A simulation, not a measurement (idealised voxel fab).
Process module heading - voxel wiring stack
For reference, the cross-section in this document is cut, with width 205 nm and square cells of 5 nm.
In this document a cross-section is written as a grid of square cells. It is given as a series of bands, listed from the top down, and a band is one or more rows of cells.
Each band's line starts with the height of the band's top and of its bottom, in nm. Then come its materials from left to right, each with its width in nm. One material with "everywhere" fills the band from edge to edge. "air" is empty space.
Below 0: as-received wafer, all one material; heights counted from there. Lowest band: no bottom, goes on down, written "top 0, no bottom".
The notation "30 to 40" denotes a width that varies across the rows of cells in the band, beginning at the first number in the top row, finishing at the second number in the bottom row, and changing by an identical amount from each row to the next.
"remained unchanged" after a step means that no cell of the cross-section changed.
"Closed cavities" contains a list of empty spaces, each no smaller than 8 cells and without an open way to the top, written in the form width x height at distance with the distance from the left edge and all three in nm.
Text after the settings on a step's line: the simulator's own remark on that step.
The setting "overlay nm" may be written on the line of a step. When the step uses a mask, the value reports how far to the right of the planned place the mask lay, and a negative value reports that it lay to the left.

**Planned process steps**
| 1 | op RECEIVE | material Si |
| 2 | op CONFORMAL_DEP | material SiO2 | thk nm 15 |
| 3 | op DIRECTIONAL_DEP | material TiN | thk nm 5 |
| 4 | op DIRECTIONAL_DEP | material W | thk nm 20 |
| 5 | op PATTERN | tone cover | mask id METAL_1 | material resist | width nm 30 | pitch nm 45 | thk nm 15 | overlay nm 0 |
| 6 | op DIRECTIONAL_ETCH | etch materials W | depth nm 20 |
| 7 | op DIRECTIONAL_ETCH | etch materials TiN | depth nm 5 |
| 8 | op STRIP | etch materials resist |
| 9 | op FILL_DEP | material lowk | thk nm 10 |
| 10 | op CMP | height nm 40 |
| 11 | op CONFORMAL_DEP | material SiCN | thk nm 5 |
| 12 | op DIRECTIONAL_DEP | material lowk | thk nm 15 |
| 13 | op DIRECTIONAL_DEP | material aC | thk nm 15 |
| 14 | op PATTERN | tone open | mask id PLUG_1 | material resist | width nm 15 | pitch nm 45 | thk nm 30 | overlay nm 0 |
| 15 | op DIRECTIONAL_ETCH | etch materials aC | depth nm 15 |
| 16 | op STRIP | etch materials resist |
| 17 | op DIRECTIONAL_ETCH | etch materials lowk | depth nm 15 |
| 18 | op DIRECTIONAL_ETCH | etch materials SiCN | depth nm 5 |
| 19 | op STRIP | etch materials aC |
| 20 | op EPI | material Ru | thk nm 10 |
| 21 | op EPI | material Ru | thk nm 10 |
| 22 | op DIRECTIONAL_DEP | material TiN | thk nm 5 |
| 23 | op DIRECTIONAL_DEP | material Ru | thk nm 25 |
| 24 | op PATTERN | tone cover | mask id METAL_2 | material resist | width nm 30 | pitch nm 45 | thk nm 15 | overlay nm 0 |
| 25 | op DIRECTIONAL_ETCH | etch materials Ru | depth nm 25 |
| 26 | op DIRECTIONAL_ETCH | etch materials TiN | depth nm 5 |
| 27 | op STRIP | etch materials resist |
| 28 | op FILL_DEP | material SiO2 | thk nm 10 |
| 29 | op CMP | height nm 90 |
| 30 | op CONFORMAL_DEP | material SiCN | thk nm 5 |
| 31 | op DIRECTIONAL_DEP | material SiO2 | thk nm 15 |
| 32 | op DIRECTIONAL_DEP | material aC | thk nm 15 |
| 33 | op PATTERN | tone open | mask id PLUG_2 | material resist | width nm 15 | pitch nm 90 | thk nm 35 | overlay nm 0 |
| 34 | op DIRECTIONAL_ETCH | etch materials aC | depth nm 15 |
| 35 | op STRIP | etch materials resist |
| 36 | op DIRECTIONAL_ETCH | etch materials SiO2 | depth nm 15 |
| 37 | op DIRECTIONAL_ETCH | etch materials SiCN | depth nm 5 |
| 38 | op STRIP | etch materials aC |
| 39 | op CONFORMAL_DEP | material TiN | thk nm 5 |
| 40 | op FILL_DEP | material Ru | thk nm 5 |
| 41 | op CMP | height nm 110 |
| 42 | op DIRECTIONAL_DEP | material TiN | thk nm 5 |
| 43 | op DIRECTIONAL_DEP | material Ru | thk nm 15 |
| 44 | op MASKED_ETCH | tone cover | mask id METAL_3 | width nm 30 | pitch nm 45 | etch materials Ru | depth nm 15 | overlay nm 0 |
| 45 | op MASKED_ETCH | tone cover | mask id METAL_3 | width nm 30 | pitch nm 45 | etch materials TiN | depth nm 5 | overlay nm 0 |
| 46 | op CONFORMAL_DEP | material SiCN | thk nm 5 |
| 47 | op FILL_DEP | material SiO2 | thk nm 5 |
| 48 | op CMP | height nm 130 |
| 49 | op CONFORMAL_DEP | material SiN | thk nm 5 |

**Below: the first of two wafers, run as planned**

**Shown in cross-section is the wafer as received, that is, as it stands after step 1**
	top 0, no bottom | Si everywhere
	Closed cavities: none

**Cross-sectional representation of the wafer at the conclusion of step 2**
	top 15, bottom 0 | SiO2 everywhere
	Nothing below the height 0 has changed.

**Cross-sectional representation of the wafer at the conclusion of step 3**
	top 20, bottom 15 | TiN everywhere
	Nothing below the height 15 has changed.

**Cross-sectional representation of the wafer at the conclusion of step 4**
	top 40, bottom 20 | W everywhere
	Nothing below the height 20 has changed.

**Cross-sectional representation of the wafer at the conclusion of step 5**
	top 55, bottom 40 | 20 nm air  30 nm resist  15 nm air  30 nm resist  15 nm air  30 nm resist  15 nm air  30 nm resist  20 nm air
	Nothing below the height 40 has changed.

**Cross-sectional representation of the wafer at the conclusion of step 6**
	top 55, bottom 40 | 20 nm air  30 nm resist  15 nm air  30 nm resist  15 nm air  30 nm resist  15 nm air  30 nm resist  20 nm air
	top 40, bottom 20 | 20 nm air  30 nm W  15 nm air  30 nm W  15 nm air  30 nm W  15 nm air  30 nm W  20 nm air
	Nothing below the height 20 has changed.

**Cross-sectional representation of the wafer at the conclusion of step 7**
	top 55, bottom 40 | 20 nm air  30 nm resist  15 nm air  30 nm resist  15 nm air  30 nm resist  15 nm air  30 nm resist  20 nm air
	top 40, bottom 20 | 20 nm air  30 nm W  15 nm air  30 nm W  15 nm air  30 nm W  15 nm air  30 nm W  20 nm air
	top 20, bottom 15 | 20 nm air  30 nm TiN  15 nm air  30 nm TiN  15 nm air  30 nm TiN  15 nm air  30 nm TiN  20 nm air
	Nothing below the height 15 has changed.

**Cross-sectional representation of the wafer at the conclusion of step 8**
	top 40, bottom 20 | 20 nm air  30 nm W  15 nm air  30 nm W  15 nm air  30 nm W  15 nm air  30 nm W  20 nm air
	Nothing below the height 20 has changed.

**Cross-sectional representation of the wafer at the conclusion of step 9**
	top 50, bottom 40 | lowk everywhere
	top 40, bottom 20 | 20 nm lowk  30 nm W  15 nm lowk  30 nm W  15 nm lowk  30 nm W  15 nm lowk  30 nm W  20 nm lowk
	top 20, bottom 15 | 20 nm lowk  30 nm TiN  15 nm lowk  30 nm TiN  15 nm lowk  30 nm TiN  15 nm lowk  30 nm TiN  20 nm lowk
	Nothing below the height 15 has changed.

**Cross-sectional representation of the wafer at the conclusion of step 10**
	top 40, bottom 20 | 20 nm lowk  30 nm W  15 nm lowk  30 nm W  15 nm lowk  30 nm W  15 nm lowk  30 nm W  20 nm lowk
	Nothing below the height 20 has changed.

**Cross-sectional representation of the wafer at the conclusion of step 11**
	top 45, bottom 40 | SiCN everywhere
	Nothing below the height 40 has changed.

**Cross-sectional representation of the wafer at the conclusion of step 12**
	top 60, bottom 45 | lowk everywhere
	Nothing below the height 45 has changed.

**Cross-sectional representation of the wafer at the conclusion of step 13**
	top 75, bottom 60 | aC everywhere
	Nothing below the height 60 has changed.

**Cross-sectional representation of the wafer at the conclusion of step 14**
	top 105, bottom 75 | 20 nm resist  15 nm air  30 nm resist  15 nm air  30 nm resist  15 nm air  30 nm resist  15 nm air  35 nm resist
	Nothing below the height 75 has changed.

**Cross-sectional representation of the wafer at the conclusion of step 15**
	top 90, bottom 75 | 20 nm resist  15 nm air  30 nm resist  15 nm air  30 nm resist  15 nm air  30 nm resist  15 nm air  35 nm resist
	top 75, bottom 60 | 20 nm aC  15 nm air  30 nm aC  15 nm air  30 nm aC  15 nm air  30 nm aC  15 nm air  35 nm aC
	Nothing below the height 60 has changed.

**Cross-sectional representation of the wafer at the conclusion of step 16**
	top 75, bottom 60 | 20 nm aC  15 nm air  30 nm aC  15 nm air  30 nm aC  15 nm air  30 nm aC  15 nm air  35 nm aC
	Nothing below the height 60 has changed.

**Cross-sectional representation of the wafer at the conclusion of step 17**
	top 75, bottom 60 | 20 nm aC  15 nm air  30 nm aC  15 nm air  30 nm aC  15 nm air  30 nm aC  15 nm air  35 nm aC
	top 60, bottom 45 | 20 nm lowk  15 nm air  30 nm lowk  15 nm air  30 nm lowk  15 nm air  30 nm lowk  15 nm air  35 nm lowk
	Nothing below the height 45 has changed.

**Cross-sectional representation of the wafer at the conclusion of step 18**
	top 75, bottom 60 | 20 nm aC  15 nm air  30 nm aC  15 nm air  30 nm aC  15 nm air  30 nm aC  15 nm air  35 nm aC
	top 60, bottom 45 | 20 nm lowk  15 nm air  30 nm lowk  15 nm air  30 nm lowk  15 nm air  30 nm lowk  15 nm air  35 nm lowk
	top 45, bottom 40 | 20 nm SiCN  15 nm air  30 nm SiCN  15 nm air  30 nm SiCN  15 nm air  30 nm SiCN  15 nm air  35 nm SiCN
	Nothing below the height 40 has changed.

**Cross-sectional representation of the wafer at the conclusion of step 19**
	top 60, bottom 45 | 20 nm lowk  15 nm air  30 nm lowk  15 nm air  30 nm lowk  15 nm air  30 nm lowk  15 nm air  35 nm lowk
	Nothing below the height 45 has changed.

**Cross-sectional representation of the wafer at the conclusion of step 20**
	top 60, bottom 50 | 20 nm lowk  15 nm air  30 nm lowk  15 nm air  30 nm lowk  15 nm air  30 nm lowk  15 nm air  35 nm lowk
	top 50, bottom 45 | 20 nm lowk  15 nm Ru  30 nm lowk  15 nm Ru  30 nm lowk  15 nm Ru  30 nm lowk  15 nm Ru  35 nm lowk
	top 45, bottom 40 | 20 nm SiCN  15 nm Ru  30 nm SiCN  15 nm Ru  30 nm SiCN  15 nm Ru  30 nm SiCN  15 nm Ru  35 nm SiCN
	Nothing below the height 40 has changed.

**Cross-sectional representation of the wafer at the conclusion of step 21**
	top 60, bottom 45 | 20 nm lowk  15 nm Ru  30 nm lowk  15 nm Ru  30 nm lowk  15 nm Ru  30 nm lowk  15 nm Ru  35 nm lowk
	Nothing below the height 45 has changed.

**Cross-sectional representation of the wafer at the conclusion of step 22**
	top 65, bottom 60 | TiN everywhere
	Nothing below the height 60 has changed.

**Cross-sectional representation of the wafer at the conclusion of step 23**
	top 90, bottom 65 | Ru everywhere
	Nothing below the height 65 has changed.

**Cross-sectional representation of the wafer at the conclusion of step 24**
	top 105, bottom 90 | 20 nm air  30 nm resist  15 nm air  30 nm resist  15 nm air  30 nm resist  15 nm air  30 nm resist  20 nm air
	Nothing below the height 90 has changed.

**Cross-sectional representation of the wafer at the conclusion of step 25**
	top 105, bottom 90 | 20 nm air  30 nm resist  15 nm air  30 nm resist  15 nm air  30 nm resist  15 nm air  30 nm resist  20 nm air
	top 90, bottom 65 | 20 nm air  30 nm Ru  15 nm air  30 nm Ru  15 nm air  30 nm Ru  15 nm air  30 nm Ru  20 nm air
	Nothing below the height 65 has changed.

**Cross-sectional representation of the wafer at the conclusion of step 26**
	top 105, bottom 90 | 20 nm air  30 nm resist  15 nm air  30 nm resist  15 nm air  30 nm resist  15 nm air  30 nm resist  20 nm air
	top 90, bottom 65 | 20 nm air  30 nm Ru  15 nm air  30 nm Ru  15 nm air  30 nm Ru  15 nm air  30 nm Ru  20 nm air
	top 65, bottom 60 | 20 nm air  30 nm TiN  15 nm air  30 nm TiN  15 nm air  30 nm TiN  15 nm air  30 nm TiN  20 nm air
	Nothing below the height 60 has changed.

**Cross-sectional representation of the wafer at the conclusion of step 27**
	top 90, bottom 65 | 20 nm air  30 nm Ru  15 nm air  30 nm Ru  15 nm air  30 nm Ru  15 nm air  30 nm Ru  20 nm air
	Nothing below the height 65 has changed.

**Cross-sectional representation of the wafer at the conclusion of step 28**
	top 100, bottom 90 | SiO2 everywhere
	top 90, bottom 65 | 20 nm SiO2  30 nm Ru  15 nm SiO2  30 nm Ru  15 nm SiO2  30 nm Ru  15 nm SiO2  30 nm Ru  20 nm SiO2
	top 65, bottom 60 | 20 nm SiO2  30 nm TiN  15 nm SiO2  30 nm TiN  15 nm SiO2  30 nm TiN  15 nm SiO2  30 nm TiN  20 nm SiO2
	Nothing below the height 60 has changed.

**Cross-sectional representation of the wafer at the conclusion of step 29**
	top 90, bottom 65 | 20 nm SiO2  30 nm Ru  15 nm SiO2  30 nm Ru  15 nm SiO2  30 nm Ru  15 nm SiO2  30 nm Ru  20 nm SiO2
	Nothing below the height 65 has changed.

**Cross-sectional representation of the wafer at the conclusion of step 30**
	top 95, bottom 90 | SiCN everywhere
	Nothing below the height 90 has changed.

**Cross-sectional representation of the wafer at the conclusion of step 31**
	top 110, bottom 95 | SiO2 everywhere
	Nothing below the height 95 has changed.

**Cross-sectional representation of the wafer at the conclusion of step 32**
	top 125, bottom 110 | aC everywhere
	Nothing below the height 110 has changed.

**Cross-sectional representation of the wafer at the conclusion of step 33**
	top 160, bottom 125 | 20 nm resist  15 nm air  75 nm resist  15 nm air  80 nm resist
	Nothing below the height 125 has changed.

**Cross-sectional representation of the wafer at the conclusion of step 34**
	top 145, bottom 125 | 20 nm resist  15 nm air  75 nm resist  15 nm air  80 nm resist
	top 125, bottom 110 | 20 nm aC  15 nm air  75 nm aC  15 nm air  80 nm aC
	Nothing below the height 110 has changed.

**Cross-sectional representation of the wafer at the conclusion of step 35**
	top 125, bottom 110 | 20 nm aC  15 nm air  75 nm aC  15 nm air  80 nm aC
	Nothing below the height 110 has changed.

**Cross-sectional representation of the wafer at the conclusion of step 36**
	top 125, bottom 110 | 20 nm aC  15 nm air  75 nm aC  15 nm air  80 nm aC
	top 110, bottom 95 | 20 nm SiO2  15 nm air  75 nm SiO2  15 nm air  80 nm SiO2
	Nothing below the height 95 has changed.

**Cross-sectional representation of the wafer at the conclusion of step 37**
	top 125, bottom 110 | 20 nm aC  15 nm air  75 nm aC  15 nm air  80 nm aC
	top 110, bottom 95 | 20 nm SiO2  15 nm air  75 nm SiO2  15 nm air  80 nm SiO2
	top 95, bottom 90 | 20 nm SiCN  15 nm air  75 nm SiCN  15 nm air  80 nm SiCN
	Nothing below the height 90 has changed.

**Cross-sectional representation of the wafer at the conclusion of step 38**
	top 110, bottom 95 | 20 nm SiO2  15 nm air  75 nm SiO2  15 nm air  80 nm SiO2
	Nothing below the height 95 has changed.

**Cross-sectional representation of the wafer at the conclusion of step 39**
	top 115, bottom 110 | 25 nm TiN  5 nm air  85 nm TiN  5 nm air  85 nm TiN
	top 110, bottom 95 | 20 nm SiO2  5 nm TiN  5 nm air  5 nm TiN  75 nm SiO2  5 nm TiN  5 nm air  5 nm TiN  80 nm SiO2
	top 95, bottom 90 | 20 nm SiCN  15 nm TiN  75 nm SiCN  15 nm TiN  80 nm SiCN
	Nothing below the height 90 has changed.

**Cross-sectional representation of the wafer at the conclusion of step 40**
	top 120, bottom 115 | Ru everywhere
	top 115, bottom 110 | 25 nm TiN  5 nm Ru  85 nm TiN  5 nm Ru  85 nm TiN
	top 110, bottom 95 | 20 nm SiO2  5 nm TiN  5 nm Ru  5 nm TiN  75 nm SiO2  5 nm TiN  5 nm Ru  5 nm TiN  80 nm SiO2
	Nothing below the height 95 has changed.

**Cross-sectional representation of the wafer at the conclusion of step 41**
	top 110, bottom 95 | 20 nm SiO2  5 nm TiN  5 nm Ru  5 nm TiN  75 nm SiO2  5 nm TiN  5 nm Ru  5 nm TiN  80 nm SiO2
	Nothing below the height 95 has changed.

**Cross-sectional representation of the wafer at the conclusion of step 42**
	top 115, bottom 110 | TiN everywhere
	Nothing below the height 110 has changed.

**Cross-sectional representation of the wafer at the conclusion of step 43**
	top 130, bottom 115 | Ru everywhere
	Nothing below the height 115 has changed.

**Cross-sectional representation of the wafer at the conclusion of step 44**
	top 130, bottom 115 | 20 nm air  30 nm Ru  15 nm air  30 nm Ru  15 nm air  30 nm Ru  15 nm air  30 nm Ru  20 nm air
	Nothing below the height 115 has changed.

**Cross-sectional representation of the wafer at the conclusion of step 45**
	top 130, bottom 115 | 20 nm air  30 nm Ru  15 nm air  30 nm Ru  15 nm air  30 nm Ru  15 nm air  30 nm Ru  20 nm air
	top 115, bottom 110 | 20 nm air  30 nm TiN  15 nm air  30 nm TiN  15 nm air  30 nm TiN  15 nm air  30 nm TiN  20 nm air
	Nothing below the height 110 has changed.

**Cross-sectional representation of the wafer at the conclusion of step 46**
	top 135, bottom 130 | 15 nm air  40 nm SiCN  5 nm air  40 nm SiCN  5 nm air  40 nm SiCN  5 nm air  40 nm SiCN  15 nm air
	top 130, bottom 115 | 15 nm air  5 nm SiCN  30 nm Ru  5 nm SiCN  5 nm air  5 nm SiCN  30 nm Ru  5 nm SiCN  5 nm air  5 nm SiCN  30 nm Ru  5 nm SiCN  5 nm air  5 nm SiCN  30 nm Ru  5 nm SiCN  15 nm air
	top 115, bottom 110 | 20 nm SiCN  30 nm TiN  15 nm SiCN  30 nm TiN  15 nm SiCN  30 nm TiN  15 nm SiCN  30 nm TiN  20 nm SiCN
	Nothing below the height 110 has changed.

**Cross-sectional representation of the wafer at the conclusion of step 47**
	top 140, bottom 135 | SiO2 everywhere
	top 135, bottom 130 | 15 nm SiO2  40 nm SiCN  5 nm SiO2  40 nm SiCN  5 nm SiO2  40 nm SiCN  5 nm SiO2  40 nm SiCN  15 nm SiO2
	top 130, bottom 115 | 15 nm SiO2  5 nm SiCN  30 nm Ru  5 nm SiCN  5 nm SiO2  5 nm SiCN  30 nm Ru  5 nm SiCN  5 nm SiO2  5 nm SiCN  30 nm Ru  5 nm SiCN  5 nm SiO2  5 nm SiCN  30 nm Ru  5 nm SiCN  15 nm SiO2
	Nothing below the height 115 has changed.

**Cross-sectional representation of the wafer at the conclusion of step 48**
	top 130, bottom 115 | 15 nm SiO2  5 nm SiCN  30 nm Ru  5 nm SiCN  5 nm SiO2  5 nm SiCN  30 nm Ru  5 nm SiCN  5 nm SiO2  5 nm SiCN  30 nm Ru  5 nm SiCN  5 nm SiO2  5 nm SiCN  30 nm Ru  5 nm SiCN  15 nm SiO2
	Nothing below the height 115 has changed.

**Cross-sectional representation of the wafer at the conclusion of step 49**
	top 135, bottom 130 | SiN everywhere
	Nothing below the height 130 has changed.

**Wafer two of two - same starting point, same process plan, one mistake in execution; matches wafer one up to and including step 42**

**Cross-section of the second wafer at the time step 43 of the plan should have ended**
	top 125, bottom 115 | Ru everywhere
	Nothing below the height 115 has changed.

**Cross-section of the second wafer at the time step 44 of the plan should have ended**
	top 125, bottom 115 | 20 nm air  30 nm Ru  15 nm air  30 nm Ru  15 nm air  30 nm Ru  15 nm air  30 nm Ru  20 nm air
	Nothing below the height 115 has changed.

**Cross-section of the second wafer at the time step 45 of the plan should have ended**
	top 125, bottom 115 | 20 nm air  30 nm Ru  15 nm air  30 nm Ru  15 nm air  30 nm Ru  15 nm air  30 nm Ru  20 nm air
	top 115, bottom 110 | 20 nm air  30 nm TiN  15 nm air  30 nm TiN  15 nm air  30 nm TiN  15 nm air  30 nm TiN  20 nm air
	Nothing below the height 110 has changed.

**Cross-section of the second wafer at the time step 46 of the plan should have ended**
	top 130, bottom 125 | 15 nm air  40 nm SiCN  5 nm air  40 nm SiCN  5 nm air  40 nm SiCN  5 nm air  40 nm SiCN  15 nm air
	top 125, bottom 115 | 15 nm air  5 nm SiCN  30 nm Ru  5 nm SiCN  5 nm air  5 nm SiCN  30 nm Ru  5 nm SiCN  5 nm air  5 nm SiCN  30 nm Ru  5 nm SiCN  5 nm air  5 nm SiCN  30 nm Ru  5 nm SiCN  15 nm air
	top 115, bottom 110 | 20 nm SiCN  30 nm TiN  15 nm SiCN  30 nm TiN  15 nm SiCN  30 nm TiN  15 nm SiCN  30 nm TiN  20 nm SiCN
	Nothing below the height 110 has changed.

**Cross-section of the second wafer at the time step 47 of the plan should have ended**
	top 135, bottom 130 | SiO2 everywhere
	top 130, bottom 125 | 15 nm SiO2  40 nm SiCN  5 nm SiO2  40 nm SiCN  5 nm SiO2  40 nm SiCN  5 nm SiO2  40 nm SiCN  15 nm SiO2
	top 125, bottom 115 | 15 nm SiO2  5 nm SiCN  30 nm Ru  5 nm SiCN  5 nm SiO2  5 nm SiCN  30 nm Ru  5 nm SiCN  5 nm SiO2  5 nm SiCN  30 nm Ru  5 nm SiCN  5 nm SiO2  5 nm SiCN  30 nm Ru  5 nm SiCN  15 nm SiO2
	Nothing below the height 115 has changed.

**Cross-section of the second wafer at the time step 48 of the plan should have ended**
	top 130, bottom 125 | 15 nm SiO2  40 nm SiCN  5 nm SiO2  40 nm SiCN  5 nm SiO2  40 nm SiCN  5 nm SiO2  40 nm SiCN  15 nm SiO2
	Nothing below the height 125 has changed.

**Cross-section of the second wafer at the time step 49 of the plan should have ended**
	top 135, bottom 130 | SiN everywhere
	Nothing below the height 130 has changed.
In executing the process, a mistake was made relative to the plan: step 43: run off-plan, actual operation and settings op DIRECTIONAL_DEP | material Ru | thk nm 10
Materials where the second wafer ends with more or fewer cells than the first: Ru: 24 fewer | SiCN: 24 more
